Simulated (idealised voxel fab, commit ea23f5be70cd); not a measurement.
The following is a process module called voxel self aligned vias.
The cross-section shown here is cut; it is 210 nm wide and divided into square cells measuring 5 nm on a side.
A cross-section is written here as square cells arranged in a grid, and it is given in bands from the top down, each band taking up one or more rows of cells.
Top height, bottom height, nm. Materials left to right, width each, nm. Single material + "everywhere" = fills band edge to edge. "blank" = empty.
We count height from 0. Below that, the starting wafer is all one material. The lowest band never ends at the bottom but goes on down; see "from 0 down" for how that is written.
When a width is written as two numbers, as in "30..40", the first number is the width in the top row of cells of the band and the second is the width in its bottom row, and the width changes by the same amount from each row to the next.
Given "everything unchanged" for a step, no cell of the cross-section differs between before and after that step.
Listed in "Enclosed empty spaces": every empty space of 8 or more cells without an open way to the top. Form: width x height at distance, the distance being from the left edge, all in nm.
Read whatever lies past the settings on a step's line as the simulator's own remark about the step.
A step's line can hold "overlay nm"; with a mask on that step, the setting says how far right of the planned place the mask lay, while a negative setting says it lay to the left.
Read the rest as pairs. Take the cross-section before one process step, then the cross-section after it, which shows only down to the lowest band that changed. Under the pair, find the step between them and its settings. Bear in mind that pairs may come from different runs of this module on the same starting wafer: link a pair to the pair above it only where its entry headed "State before step" says to.

State before step
- from 0 down  Si everywhere
- Enclosed empty spaces: none

Post-Process Section
- from 15 to 0  SiO2 everywhere
- Everything below 0 is unchanged.
- Enclosed empty spaces: none
Which operation links the two cross-sections above? CONFORMAL_DEP [material SiO2] [thk nm 15]

State before step: same picture as after in the pair right above, so we don't repeat it.

Post-Process Section
- from 20 to 15  SiCN everywhere
- Everything below 15 is unchanged.
- Enclosed empty spaces: none
Which operation links the two cross-sections above? CONFORMAL_DEP [material SiCN] [thk nm 5]

State before step: same picture as after in the pair right above, so we don't repeat it.

Post-Process Section
- from 40 to 20  SiO2 everywhere
- Everything below 20 is unchanged.
- Enclosed empty spaces: none
Which operation links the two cross-sections above? DIRECTIONAL_DEP [material SiO2] [thk nm 20]

State before step: same picture as after in the pair right above, so we don't repeat it.

Post-Process Section
- from 55 to 40  resist (40), then blank (20), then resist (35), then blank (20), then resist (35), then blank (20), then resist (40)
- Everything below 40 is unchanged.
- Enclosed empty spaces: none
Which operation links the two cross-sections above? PATTERN [tone open] [mask id LINES] [material resist] [width nm 20] [pitch nm 55] [thk nm 15] [overlay nm 0]

State before step: same picture as after in the pair right above, so we don't repeat it.

Post-Process Section
- from 55 to 40  resist (40), then blank (20), then resist (35), then blank (20), then resist (35), then blank (20), then resist (40)
- from 40 to 20  SiO2 (40), then blank (20), then SiO2 (35), then blank (20), then SiO2 (35), then blank (20), then SiO2 (40)
- Everything below 20 is unchanged.
- Enclosed empty spaces: none
Which operation links the two cross-sections above? DIRECTIONAL_ETCH [etch materials SiO2] [depth nm 20]

State before step: same picture as after in the pair right above, so we don't repeat it.

Post-Process Section
- from 40 to 20  SiO2 (40), then blank (20), then SiO2 (35), then blank (20), then SiO2 (35), then blank (20), then SiO2 (40)
- Everything below 20 is unchanged.
- Enclosed empty spaces: none
Which operation links the two cross-sections above? STRIP [etch materials resist]

State before step: same picture as after in the pair right above, so we don't repeat it.

Post-Process Section
- from 45 to 40  TiN (45), then blank (10), then TiN (45), then blank (10), then TiN (45), then blank (10), then TiN (45)
- from 40 to 25  SiO2 (40), then TiN (5), then blank (10), then TiN (5), then SiO2 (35), then TiN (5), then blank (10), then TiN (5), then SiO2 (35), then TiN (5), then blank (10), then TiN (5), then SiO2 (40)
- from 25 to 20  SiO2 (40), then TiN (20), then SiO2 (35), then TiN (20), then SiO2 (35), then TiN (20), then SiO2 (40)
- Everything below 20 is unchanged.
- Enclosed empty spaces: none
Which operation links the two cross-sections above? CONFORMAL_DEP [material TiN] [thk nm 5]

State before step: same picture as after in the pair right above, so we don't repeat it.

Post-Process Section
- from 50 to 45  Ru everywhere
- from 45 to 40  TiN (45), then Ru (10), then TiN (45), then Ru (10), then TiN (45), then Ru (10), then TiN (45)
- from 40 to 25  SiO2 (40), then TiN (5), then Ru (10), then TiN (5), then SiO2 (35), then TiN (5), then Ru (10), then TiN (5), then SiO2 (35), then TiN (5), then Ru (10), then TiN (5), then SiO2 (40)
- Everything below 25 is unchanged.
- Enclosed empty spaces: none
Which operation links the two cross-sections above? FILL_DEP [material Ru] [thk nm 5]

State before step: same picture as after in the pair right above, so we don't repeat it.

Post-Process Section
- from 40 to 25  SiO2 (40), then TiN (5), then Ru (10), then TiN (5), then SiO2 (35), then TiN (5), then Ru (10), then TiN (5), then SiO2 (35), then TiN (5), then Ru (10), then TiN (5), then SiO2 (40)
- Everything below 25 is unchanged.
- Enclosed empty spaces: none
Which operation links the two cross-sections above? CMP [height nm 40]

State before step: same picture as after in the pair right above, so we don't repeat it.

Post-Process Section
- from 40 to 30  SiO2 (40), then blank (20), then SiO2 (35), then blank (20), then SiO2 (35), then blank (20), then SiO2 (40)
- Everything below 30 is unchanged.
- Enclosed empty spaces: none
Which operation links the two cross-sections above? SELECTIVE_ETCH [etch materials W Ru TiN] [depth nm 10]

State before step: same picture as after in the pair right above, so we don't repeat it.

Post-Process Section
- from 50 to 40  SiN everywhere
- from 40 to 30  SiO2 (40), then SiN (20), then SiO2 (35), then SiN (20), then SiO2 (35), then SiN (20), then SiO2 (40)
- Everything below 30 is unchanged.
- Enclosed empty spaces: none
Which operation links the two cross-sections above? FILL_DEP [material SiN] [thk nm 10]

State before step: same picture as after in the pair right above, so we don't repeat it.

Post-Process Section
- from 40 to 30  SiO2 (40), then SiN (20), then SiO2 (35), then SiN (20), then SiO2 (35), then SiN (20), then SiO2 (40)
- Everything below 30 is unchanged.
- Enclosed empty spaces: none
Which operation links the two cross-sections above? CMP [height nm 40]

State before step: same picture as after in the pair right above, so we don't repeat it.

Post-Process Section
- from 60 to 40  SiO2 everywhere
- Everything below 40 is unchanged.
- Enclosed empty spaces: none
Which operation links the two cross-sections above? DIRECTIONAL_DEP [material SiO2] [thk nm 20]

State before step: same picture as after in the pair right above, so we don't repeat it.

Post-Process Section
- from 60 to 40  SiO2 (30), then blank (40), then SiO2 (70), then blank (40), then SiO2 (30)
- Everything below 40 is unchanged.
- Enclosed empty spaces: none
Which operation links the two cross-sections above? MASKED_ETCH [tone open] [mask id VIAS] [width nm 40] [pitch nm 110] [etch materials SiO2] [depth nm 20] [overlay nm 0]

State before step: same picture as after in the pair right above, so we don't repeat it.

Post-Process Section
- from 60 to 40  SiO2 (30), then blank (40), then SiO2 (70), then blank (40), then SiO2 (30)
- from 40 to 30  SiO2 (40), then blank (20), then SiO2 (35), then SiN (20), then SiO2 (35), then blank (20), then SiO2 (40)
- Everything below 30 is unchanged.
- Enclosed empty spaces: none
Which operation links the two cross-sections above? MASKED_ETCH [tone open] [mask id VIAS] [width nm 40] [pitch nm 110] [etch materials SiN] [depth nm 10] [overlay nm 0]

State before step: same picture as after in the pair right above, so we don't repeat it.

Post-Process Section
- from 65 to 60  TiN (35), then blank (30), then TiN (80), then blank (30), then TiN (35)
- from 60 to 45  SiO2 (30), then TiN (5), then blank (30), then TiN (5), then SiO2 (70), then TiN (5), then blank (30), then TiN (5), then SiO2 (30)
- from 45 to 40  SiO2 (30), then TiN (15), then blank (10), then TiN (15), then SiO2 (70), then TiN (15), then blank (10), then TiN (15), then SiO2 (30)
- from 40 to 35  SiO2 (40), then TiN (5), then blank (10), then TiN (5), then SiO2 (35), then SiN (20), then SiO2 (35), then TiN (5), then blank (10), then TiN (5), then SiO2 (40)
- from 35 to 30  SiO2 (40), then TiN (20), then SiO2 (35), then SiN (20), then SiO2 (35), then TiN (20), then SiO2 (40)
- Everything below 30 is unchanged.
- Enclosed empty spaces: none
Which operation links the two cross-sections above? CONFORMAL_DEP [material TiN] [thk nm 5]

State before step: same picture as after in the pair right above, so we don't repeat it.

Post-Process Section
- from 75 to 65  Cu everywhere
- from 65 to 60  TiN (35), then Cu (30), then TiN (80), then Cu (30), then TiN (35)
- from 60 to 45  SiO2 (30), then TiN (5), then Cu (30), then TiN (5), then SiO2 (70), then TiN (5), then Cu (30), then TiN (5), then SiO2 (30)
- from 45 to 40  SiO2 (30), then TiN (15), then Cu (10), then TiN (15), then SiO2 (70), then TiN (15), then Cu (10), then TiN (15), then SiO2 (30)
- from 40 to 35  SiO2 (40), then TiN (5), then Cu (10), then TiN (5), then SiO2 (35), then SiN (20), then SiO2 (35), then TiN (5), then Cu (10), then TiN (5), then SiO2 (40)
- Everything below 35 is unchanged.
- Enclosed empty spaces: none
Which operation links the two cross-sections above? FILL_DEP [material Cu] [thk nm 10]

State before step: same picture as after in the pair right above, so we don't repeat it.

Post-Process Section
- from 60 to 45  SiO2 (30), then TiN (5), then Cu (30), then TiN (5), then SiO2 (70), then TiN (5), then Cu (30), then TiN (5), then SiO2 (30)
- Everything below 45 is unchanged.
- Enclosed empty spaces: none
Which operation links the two cross-sections above? CMP [height nm 60]

State before step: same picture as after in the pair right above, so we don't repeat it.

Post-Process Section
- from 65 to 60  SiCN everywhere
- Everything below 60 is unchanged.
- Enclosed empty spaces: none
Which operation links the two cross-sections above? CONFORMAL_DEP [material SiCN] [thk nm 5]

State before step
- from 75 to 65  Cu everywhere
- from 65 to 60  TiN (35), then Cu (30), then TiN (80), then Cu (30), then TiN (35)
- from 60 to 45  SiO2 (30), then TiN (5), then Cu (30), then TiN (5), then SiO2 (70), then TiN (5), then Cu (30), then TiN (5), then SiO2 (30)
- from 45 to 40  SiO2 (30), then TiN (15), then Cu (10), then TiN (15), then SiO2 (70), then TiN (15), then Cu (10), then TiN (15), then SiO2 (30)
- from 40 to 35  SiO2 (40), then TiN (5), then Cu (10), then TiN (5), then SiO2 (35), then SiN (20), then SiO2 (35), then TiN (5), then Cu (10), then TiN (5), then SiO2 (40)
- from 35 to 30  SiO2 (40), then TiN (20), then SiO2 (35), then SiN (20), then SiO2 (35), then TiN (20), then SiO2 (40)
- from 30 to 25  SiO2 (40), then TiN (5), then Ru (10), then TiN (5), then SiO2 (35), then TiN (5), then Ru (10), then TiN (5), then SiO2 (35), then TiN (5), then Ru (10), then TiN (5), then SiO2 (40)
- from 25 to 20  SiO2 (40), then TiN (20), then SiO2 (35), then TiN (20), then SiO2 (35), then TiN (20), then SiO2 (40)
- from 20 to 15  SiCN everywhere
- from 15 to 0  SiO2 everywhere
- from 0 down  Si everywhere
- Enclosed empty spaces: none

Post-Process Section
- from 80 to 75  SiCN everywhere
- Everything below 75 is unchanged.
- Enclosed empty spaces: none
Which operation links the two cross-sections above? CONFORMAL_DEP [material SiCN] [thk nm 5]

State before step
- from 15 to 0  SiO2 everywhere
- from 0 down  Si everywhere
- Enclosed empty spaces: none

Post-Process Section
- from 30 to 0  SiO2 everywhere
- Everything below 0 is unchanged.
- Enclosed empty spaces: none
Which operation links the two cross-sections above? CONFORMAL_DEP [material SiO2] [thk nm 15]

State before step: same picture as after in the pair right above, so we don't repeat it.

Post-Process Section
- from 35 to 30  SiCN everywhere
- Everything below 30 is unchanged.
- Enclosed empty spaces: none
Which operation links the two cross-sections above? CONFORMAL_DEP [material SiCN] [thk nm 5]

State before step: same picture as after in the pair right above, so we don't repeat it.

Post-Process Section
- from 55 to 35  SiO2 everywhere
- Everything below 35 is unchanged.
- Enclosed empty spaces: none
Which operation links the two cross-sections above? DIRECTIONAL_DEP [material SiO2] [thk nm 20]

State before step: same picture as after in the pair right above, so we don't repeat it.

Post-Process Section
- from 70 to 55  resist (40), then blank (20), then resist (35), then blank (20), then resist (35), then blank (20), then resist (40)
- Everything below 55 is unchanged.
- Enclosed empty spaces: none
Which operation links the two cross-sections above? PATTERN [tone open] [mask id LINES] [material resist] [width nm 20] [pitch nm 55] [thk nm 15] [overlay nm 0]

State before step: same picture as after in the pair right above, so we don't repeat it.

Post-Process Section
- from 70 to 55  resist (40), then blank (20), then resist (35), then blank (20), then resist (35), then blank (20), then resist (40)
- from 55 to 35  SiO2 (40), then blank (20), then SiO2 (35), then blank (20), then SiO2 (35), then blank (20), then SiO2 (40)
- Everything below 35 is unchanged.
- Enclosed empty spaces: none
Which operation links the two cross-sections above? DIRECTIONAL_ETCH [etch materials SiO2] [depth nm 20]

State before step: same picture as after in the pair right above, so we don't repeat it.

Post-Process Section
- from 55 to 35  SiO2 (40), then blank (20), then SiO2 (35), then blank (20), then SiO2 (35), then blank (20), then SiO2 (40)
- Everything below 35 is unchanged.
- Enclosed empty spaces: none
Which operation links the two cross-sections above? STRIP [etch materials resist]

State before step: same picture as after in the pair right above, so we don't repeat it.

Post-Process Section
- from 60 to 55  TiN (45), then blank (10), then TiN (45), then blank (10), then TiN (45), then blank (10), then TiN (45)
- from 55 to 40  SiO2 (40), then TiN (5), then blank (10), then TiN (5), then SiO2 (35), then TiN (5), then blank (10), then TiN (5), then SiO2 (35), then TiN (5), then blank (10), then TiN (5), then SiO2 (40)
- from 40 to 35  SiO2 (40), then TiN (20), then SiO2 (35), then TiN (20), then SiO2 (35), then TiN (20), then SiO2 (40)
- Everything below 35 is unchanged.
- Enclosed empty spaces: none
Which operation links the two cross-sections above? CONFORMAL_DEP [material TiN] [thk nm 5]

State before step: same picture as after in the pair right above, so we don't repeat it.

Post-Process Section
- from 65 to 60  Ru everywhere
- from 60 to 55  TiN (45), then Ru (10), then TiN (45), then Ru (10), then TiN (45), then Ru (10), then TiN (45)
- from 55 to 40  SiO2 (40), then TiN (5), then Ru (10), then TiN (5), then SiO2 (35), then TiN (5), then Ru (10), then TiN (5), then SiO2 (35), then TiN (5), then Ru (10), then TiN (5), then SiO2 (40)
- Everything below 40 is unchanged.
- Enclosed empty spaces: none
Which operation links the two cross-sections above? FILL_DEP [material Ru] [thk nm 5]

State before step: same picture as after in the pair right above, so we don't repeat it.

Post-Process Section
- from 40 to 35  SiO2 (40), then TiN (20), then SiO2 (35), then TiN (20), then SiO2 (35), then TiN (20), then SiO2 (40)
- Everything below 35 is unchanged.
- Enclosed empty spaces: none
Which operation links the two cross-sections above? CMP [height nm 40]

State before step: same picture as after in the pair right above, so we don't repeat it.

Post-Process Section
- from 40 to 35  SiO2 (40), then blank (20), then SiO2 (35), then blank (20), then SiO2 (35), then blank (20), then SiO2 (40)
- Everything below 35 is unchanged.
- Enclosed empty spaces: none
Which operation links the two cross-sections above? SELECTIVE_ETCH [etch materials W Ru TiN] [depth nm 10]

State before step: same picture as after in the pair right above, so we don't repeat it.

Post-Process Section
- from 50 to 40  SiN everywhere
- from 40 to 35  SiO2 (40), then SiN (20), then SiO2 (35), then SiN (20), then SiO2 (35), then SiN (20), then SiO2 (40)
- Everything below 35 is unchanged.
- Enclosed empty spaces: none
Which operation links the two cross-sections above? FILL_DEP [material SiN] [thk nm 10]

State before step: same picture as after in the pair right above, so we don't repeat it.

Post-Process Section
- from 40 to 35  SiO2 (40), then SiN (20), then SiO2 (35), then SiN (20), then SiO2 (35), then SiN (20), then SiO2 (40)
- Everything below 35 is unchanged.
- Enclosed empty spaces: none
Which operation links the two cross-sections above? CMP [height nm 40]

State before step: same picture as after in the pair right above, so we don't repeat it.

Post-Process Section
- from 60 to 40  SiO2 everywhere
- Everything below 40 is unchanged.
- Enclosed empty spaces: none
Which operation links the two cross-sections above? DIRECTIONAL_DEP [material SiO2] [thk nm 20]

State before step: same picture as after in the pair right above, so we don't repeat it.

Post-Process Section
- from 60 to 40  SiO2 (30), then blank (40), then SiO2 (70), then blank (40), then SiO2 (30)
- Everything below 40 is unchanged.
- Enclosed empty spaces: none
Which operation links the two cross-sections above? MASKED_ETCH [tone open] [mask id VIAS] [width nm 40] [pitch nm 110] [etch materials SiO2] [depth nm 20] [overlay nm 0]

State before step: same picture as after in the pair right above, so we don't repeat it.

Post-Process Section
- from 60 to 40  SiO2 (30), then blank (40), then SiO2 (70), then blank (40), then SiO2 (30)
- from 40 to 35  SiO2 (40), then blank (20), then SiO2 (35), then SiN (20), then SiO2 (35), then blank (20), then SiO2 (40)
- Everything below 35 is unchanged.
- Enclosed empty spaces: none
Which operation links the two cross-sections above? MASKED_ETCH [tone open] [mask id VIAS] [width nm 40] [pitch nm 110] [etch materials SiN] [depth nm 10] [overlay nm 0]

State before step: same picture as after in the pair right above, so we don't repeat it.

Post-Process Section
- from 65 to 60  TiN (35), then blank (30), then TiN (80), then blank (30), then TiN (35)
- from 60 to 45  SiO2 (30), then TiN (5), then blank (30), then TiN (5), then SiO2 (70), then TiN (5), then blank (30), then TiN (5), then SiO2 (30)
- from 45 to 40  SiO2 (30), then TiN (15), then blank (10), then TiN (15), then SiO2 (70), then TiN (15), then blank (10), then TiN (15), then SiO2 (30)
- from 40 to 35  SiO2 (40), then TiN (20), then SiO2 (35), then SiN (20), then SiO2 (35), then TiN (20), then SiO2 (40)
- Everything below 35 is unchanged.
- Enclosed empty spaces: none
Which operation links the two cross-sections above? CONFORMAL_DEP [material TiN] [thk nm 5]

State before step: same picture as after in the pair right above, so we don't repeat it.

Post-Process Section
- from 75 to 65  Cu everywhere
- from 65 to 60  TiN (35), then Cu (30), then TiN (80), then Cu (30), then TiN (35)
- from 60 to 45  SiO2 (30), then TiN (5), then Cu (30), then TiN (5), then SiO2 (70), then TiN (5), then Cu (30), then TiN (5), then SiO2 (30)
- from 45 to 40  SiO2 (30), then TiN (15), then Cu (10), then TiN (15), then SiO2 (70), then TiN (15), then Cu (10), then TiN (15), then SiO2 (30)
- Everything below 40 is unchanged.
- Enclosed empty spaces: none
Which operation links the two cross-sections above? FILL_DEP [material Cu] [thk nm 10]

State before step: same picture as after in the pair right above, so we don't repeat it.

Post-Process Section
- from 60 to 45  SiO2 (30), then TiN (5), then Cu (30), then TiN (5), then SiO2 (70), then TiN (5), then Cu (30), then TiN (5), then SiO2 (30)
- Everything below 45 is unchanged.
- Enclosed empty spaces: none
Which operation links the two cross-sections above? CMP [height nm 60]

State before step: same picture as after in the pair right above, so we don't repeat it.

Post-Process Section
- from 65 to 60  SiCN everywhere
- Everything below 60 is unchanged.
- Enclosed empty spaces: none
Which operation links the two cross-sections above? CONFORMAL_DEP [material SiCN] [thk nm 5]

State before step
- from 0 down  Si everywhere
- Enclosed empty spaces: none

Post-Process Section
- from 5 to 0  SiCN everywhere
- Everything below 0 is unchanged.
- Enclosed empty spaces: none
Which operation links the two cross-sections above? CONFORMAL_DEP [material SiCN] [thk nm 5]

State before step: same picture as after in the pair right above, so we don't repeat it.

Post-Process Section
- from 20 to 5  SiO2 everywhere
- Everything below 5 is unchanged.
- Enclosed empty spaces: none
Which operation links the two cross-sections above? CONFORMAL_DEP [material SiO2] [thk nm 15]

State before step: same picture as after in the pair right above, so we don't repeat it.

Post-Process Section
- from 40 to 5  SiO2 everywhere
- Everything below 5 is unchanged.
- Enclosed empty spaces: none
Which operation links the two cross-sections above? DIRECTIONAL_DEP [material SiO2] [thk nm 20]

State before step: same picture as after in the pair right above, so we don't repeat it.

Post-Process Section
- from 55 to 40  resist (40), then blank (20), then resist (35), then blank (20), then resist (35), then blank (20), then resist (40)
- Everything below 40 is unchanged.
- Enclosed empty spaces: none
Which operation links the two cross-sections above? PATTERN [tone open] [mask id LINES] [material resist] [width nm 20] [pitch nm 55] [thk nm 15] [overlay nm 0]

State before step: same picture as after in the pair right above, so we don't repeat it.

Post-Process Section
- from 55 to 40  resist (40), then blank (20), then resist (35), then blank (20), then resist (35), then blank (20), then resist (40)
- from 40 to 20  SiO2 (40), then blank (20), then SiO2 (35), then blank (20), then SiO2 (35), then blank (20), then SiO2 (40)
- Everything below 20 is unchanged.
- Enclosed empty spaces: none
Which operation links the two cross-sections above? DIRECTIONAL_ETCH [etch materials SiO2] [depth nm 20]

State before step: same picture as after in the pair right above, so we don't repeat it.

Post-Process Section
- from 40 to 20  SiO2 (40), then blank (20), then SiO2 (35), then blank (20), then SiO2 (35), then blank (20), then SiO2 (40)
- Everything below 20 is unchanged.
- Enclosed empty spaces: none
Which operation links the two cross-sections above? STRIP [etch materials resist]

State before step: same picture as after in the pair right above, so we don't repeat it.

Post-Process Section
- from 45 to 40  TiN (45), then blank (10), then TiN (45), then blank (10), then TiN (45), then blank (10), then TiN (45)
- from 40 to 25  SiO2 (40), then TiN (5), then blank (10), then TiN (5), then SiO2 (35), then TiN (5), then blank (10), then TiN (5), then SiO2 (35), then TiN (5), then blank (10), then TiN (5), then SiO2 (40)
- from 25 to 20  SiO2 (40), then TiN (20), then SiO2 (35), then TiN (20), then SiO2 (35), then TiN (20), then SiO2 (40)
- Everything below 20 is unchanged.
- Enclosed empty spaces: none
Which operation links the two cross-sections above? CONFORMAL_DEP [material TiN] [thk nm 5]

State before step: same picture as after in the pair right above, so we don't repeat it.

Post-Process Section
- from 50 to 45  Ru everywhere
- from 45 to 40  TiN (45), then Ru (10), then TiN (45), then Ru (10), then TiN (45), then Ru (10), then TiN (45)
- from 40 to 25  SiO2 (40), then TiN (5), then Ru (10), then TiN (5), then SiO2 (35), then TiN (5), then Ru (10), then TiN (5), then SiO2 (35), then TiN (5), then Ru (10), then TiN (5), then SiO2 (40)
- Everything below 25 is unchanged.
- Enclosed empty spaces: none
Which operation links the two cross-sections above? FILL_DEP [material Ru] [thk nm 5]

State before step: same picture as after in the pair right above, so we don't repeat it.

Post-Process Section
- from 40 to 25  SiO2 (40), then TiN (5), then Ru (10), then TiN (5), then SiO2 (35), then TiN (5), then Ru (10), then TiN (5), then SiO2 (35), then TiN (5), then Ru (10), then TiN (5), then SiO2 (40)
- Everything below 25 is unchanged.
- Enclosed empty spaces: none
Which operation links the two cross-sections above? CMP [height nm 40]

State before step: same picture as after in the pair right above, so we don't repeat it.

Post-Process Section
- from 40 to 30  SiO2 (40), then blank (20), then SiO2 (35), then blank (20), then SiO2 (35), then blank (20), then SiO2 (40)
- Everything below 30 is unchanged.
- Enclosed empty spaces: none
Which operation links the two cross-sections above? SELECTIVE_ETCH [etch materials W Ru TiN] [depth nm 10]

State before step: same picture as after in the pair right above, so we don't repeat it.

Post-Process Section
- from 50 to 40  SiN everywhere
- from 40 to 30  SiO2 (40), then SiN (20), then SiO2 (35), then SiN (20), then SiO2 (35), then SiN (20), then SiO2 (40)
- Everything below 30 is unchanged.
- Enclosed empty spaces: none
Which operation links the two cross-sections above? FILL_DEP [material SiN] [thk nm 10]

State before step: same picture as after in the pair right above, so we don't repeat it.

Post-Process Section
- from 40 to 30  SiO2 (40), then SiN (20), then SiO2 (35), then SiN (20), then SiO2 (35), then SiN (20), then SiO2 (40)
- Everything below 30 is unchanged.
- Enclosed empty spaces: none
Which operation links the two cross-sections above? CMP [height nm 40]

State before step: same picture as after in the pair right above, so we don't repeat it.

Post-Process Section
- from 60 to 40  SiO2 everywhere
- Everything below 40 is unchanged.
- Enclosed empty spaces: none
Which operation links the two cross-sections above? DIRECTIONAL_DEP [material SiO2] [thk nm 20]

State before step: same picture as after in the pair right above, so we don't repeat it.

Post-Process Section
- from 60 to 40  SiO2 (30), then blank (40), then SiO2 (70), then blank (40), then SiO2 (30)
- Everything below 40 is unchanged.
- Enclosed empty spaces: none
Which operation links the two cross-sections above? MASKED_ETCH [tone open] [mask id VIAS] [width nm 40] [pitch nm 110] [etch materials SiO2] [depth nm 20] [overlay nm 0]

State before step: same picture as after in the pair right above, so we don't repeat it.

Post-Process Section
- from 60 to 40  SiO2 (30), then blank (40), then SiO2 (70), then blank (40), then SiO2 (30)
- from 40 to 30  SiO2 (40), then blank (20), then SiO2 (35), then SiN (20), then SiO2 (35), then blank (20), then SiO2 (40)
- Everything below 30 is unchanged.
- Enclosed empty spaces: none
Which operation links the two cross-sections above? MASKED_ETCH [tone open] [mask id VIAS] [width nm 40] [pitch nm 110] [etch materials SiN] [depth nm 10] [overlay nm 0]

State before step: same picture as after in the pair right above, so we don't repeat it.

Post-Process Section
- from 65 to 60  TiN (35), then blank (30), then TiN (80), then blank (30), then TiN (35)
- from 60 to 45  SiO2 (30), then TiN (5), then blank (30), then TiN (5), then SiO2 (70), then TiN (5), then blank (30), then TiN (5), then SiO2 (30)
- from 45 to 40  SiO2 (30), then TiN (15), then blank (10), then TiN (15), then SiO2 (70), then TiN (15), then blank (10), then TiN (15), then SiO2 (30)
- from 40 to 35  SiO2 (40), then TiN (5), then blank (10), then TiN (5), then SiO2 (35), then SiN (20), then SiO2 (35), then TiN (5), then blank (10), then TiN (5), then SiO2 (40)
- from 35 to 30  SiO2 (40), then TiN (20), then SiO2 (35), then SiN (20), then SiO2 (35), then TiN (20), then SiO2 (40)
- Everything below 30 is unchanged.
- Enclosed empty spaces: none
Which operation links the two cross-sections above? CONFORMAL_DEP [material TiN] [thk nm 5]

State before step: same picture as after in the pair right above, so we don't repeat it.

Post-Process Section
- from 75 to 65  Cu everywhere
- from 65 to 60  TiN (35), then Cu (30), then TiN (80), then Cu (30), then TiN (35)
- from 60 to 45  SiO2 (30), then TiN (5), then Cu (30), then TiN (5), then SiO2 (70), then TiN (5), then Cu (30), then TiN (5), then SiO2 (30)
- from 45 to 40  SiO2 (30), then TiN (15), then Cu (10), then TiN (15), then SiO2 (70), then TiN (15), then Cu (10), then TiN (15), then SiO2 (30)
- from 40 to 35  SiO2 (40), then TiN (5), then Cu (10), then TiN (5), then SiO2 (35), then SiN (20), then SiO2 (35), then TiN (5), then Cu (10), then TiN (5), then SiO2 (40)
- Everything below 35 is unchanged.
- Enclosed empty spaces: none
Which operation links the two cross-sections above? FILL_DEP [material Cu] [thk nm 10]

State before step: same picture as after in the pair right above, so we don't repeat it.

Post-Process Section
- from 60 to 45  SiO2 (30), then TiN (5), then Cu (30), then TiN (5), then SiO2 (70), then TiN (5), then Cu (30), then TiN (5), then SiO2 (30)
- Everything below 45 is unchanged.
- Enclosed empty spaces: none
Which operation links the two cross-sections above? CMP [height nm 60]

State before step: same picture as after in the pair right above, so we don't repeat it.

Post-Process Section
- from 65 to 60  SiCN everywhere
- Everything below 60 is unchanged.
- Enclosed empty spaces: none
Which operation links the two cross-sections above? CONFORMAL_DEP [material SiCN] [thk nm 5]

State before step
- from 0 down  Si everywhere
- Enclosed empty spaces: none

Post-Process Section
- from 20 to 0  SiO2 everywhere
- Everything below 0 is unchanged.
- Enclosed empty spaces: none
Which operation links the two cross-sections above? CONFORMAL_DEP [material SiO2] [thk nm 20]

State before step: same picture as after in the pair right above, so we don't repeat it.

Post-Process Section
- from 25 to 20  SiCN everywhere
- Everything below 20 is unchanged.
- Enclosed empty spaces: none
Which operation links the two cross-sections above? CONFORMAL_DEP [material SiCN] [thk nm 5]

State before step: same picture as after in the pair right above, so we don't repeat it.

Post-Process Section
- from 45 to 25  SiO2 everywhere
- Everything below 25 is unchanged.
- Enclosed empty spaces: none
Which operation links the two cross-sections above? DIRECTIONAL_DEP [material SiO2] [thk nm 20]

State before step: same picture as after in the pair right above, so we don't repeat it.

Post-Process Section
- from 60 to 45  resist (40), then blank (20), then resist (35), then blank (20), then resist (35), then blank (20), then resist (40)
- Everything below 45 is unchanged.
- Enclosed empty spaces: none
Which operation links the two cross-sections above? PATTERN [tone open] [mask id LINES] [material resist] [width nm 20] [pitch nm 55] [thk nm 15] [overlay nm 0]

State before step: same picture as after in the pair right above, so we don't repeat it.

Post-Process Section
- from 60 to 45  resist (40), then blank (20), then resist (35), then blank (20), then resist (35), then blank (20), then resist (40)
- from 45 to 25  SiO2 (40), then blank (20), then SiO2 (35), then blank (20), then SiO2 (35), then blank (20), then SiO2 (40)
- Everything below 25 is unchanged.
- Enclosed empty spaces: none
Which operation links the two cross-sections above? DIRECTIONAL_ETCH [etch materials SiO2] [depth nm 20]

State before step: same picture as after in the pair right above, so we don't repeat it.

Post-Process Section
- from 45 to 25  SiO2 (40), then blank (20), then SiO2 (35), then blank (20), then SiO2 (35), then blank (20), then SiO2 (40)
- Everything below 25 is unchanged.
- Enclosed empty spaces: none
Which operation links the two cross-sections above? STRIP [etch materials resist]

State before step: same picture as after in the pair right above, so we don't repeat it.

Post-Process Section
- from 50 to 45  TiN (45), then blank (10), then TiN (45), then blank (10), then TiN (45), then blank (10), then TiN (45)
- from 45 to 30  SiO2 (40), then TiN (5), then blank (10), then TiN (5), then SiO2 (35), then TiN (5), then blank (10), then TiN (5), then SiO2 (35), then TiN (5), then blank (10), then TiN (5), then SiO2 (40)
- from 30 to 25  SiO2 (40), then TiN (20), then SiO2 (35), then TiN (20), then SiO2 (35), then TiN (20), then SiO2 (40)
- Everything below 25 is unchanged.
- Enclosed empty spaces: none
Which operation links the two cross-sections above? CONFORMAL_DEP [material TiN] [thk nm 5]

State before step: same picture as after in the pair right above, so we don't repeat it.

Post-Process Section
- from 55 to 50  Ru everywhere
- from 50 to 45  TiN (45), then Ru (10), then TiN (45), then Ru (10), then TiN (45), then Ru (10), then TiN (45)
- from 45 to 30  SiO2 (40), then TiN (5), then Ru (10), then TiN (5), then SiO2 (35), then TiN (5), then Ru (10), then TiN (5), then SiO2 (35), then TiN (5), then Ru (10), then TiN (5), then SiO2 (40)
- Everything below 30 is unchanged.
- Enclosed empty spaces: none
Which operation links the two cross-sections above? FILL_DEP [material Ru] [thk nm 5]

State before step: same picture as after in the pair right above, so we don't repeat it.

Post-Process Section
- from 40 to 30  SiO2 (40), then TiN (5), then Ru (10), then TiN (5), then SiO2 (35), then TiN (5), then Ru (10), then TiN (5), then SiO2 (35), then TiN (5), then Ru (10), then TiN (5), then SiO2 (40)
- Everything below 30 is unchanged.
- Enclosed empty spaces: none
Which operation links the two cross-sections above? CMP [height nm 40]

State before step: same picture as after in the pair right above, so we don't repeat it.

Post-Process Section
- from 40 to 30  SiO2 (40), then blank (20), then SiO2 (35), then blank (20), then SiO2 (35), then blank (20), then SiO2 (40)
- Everything below 30 is unchanged.
- Enclosed empty spaces: none
Which operation links the two cross-sections above? SELECTIVE_ETCH [etch materials W Ru TiN] [depth nm 10]

State before step: same picture as after in the pair right above, so we don't repeat it.

Post-Process Section
- from 50 to 40  SiN everywhere
- from 40 to 30  SiO2 (40), then SiN (20), then SiO2 (35), then SiN (20), then SiO2 (35), then SiN (20), then SiO2 (40)
- Everything below 30 is unchanged.
- Enclosed empty spaces: none
Which operation links the two cross-sections above? FILL_DEP [material SiN] [thk nm 10]
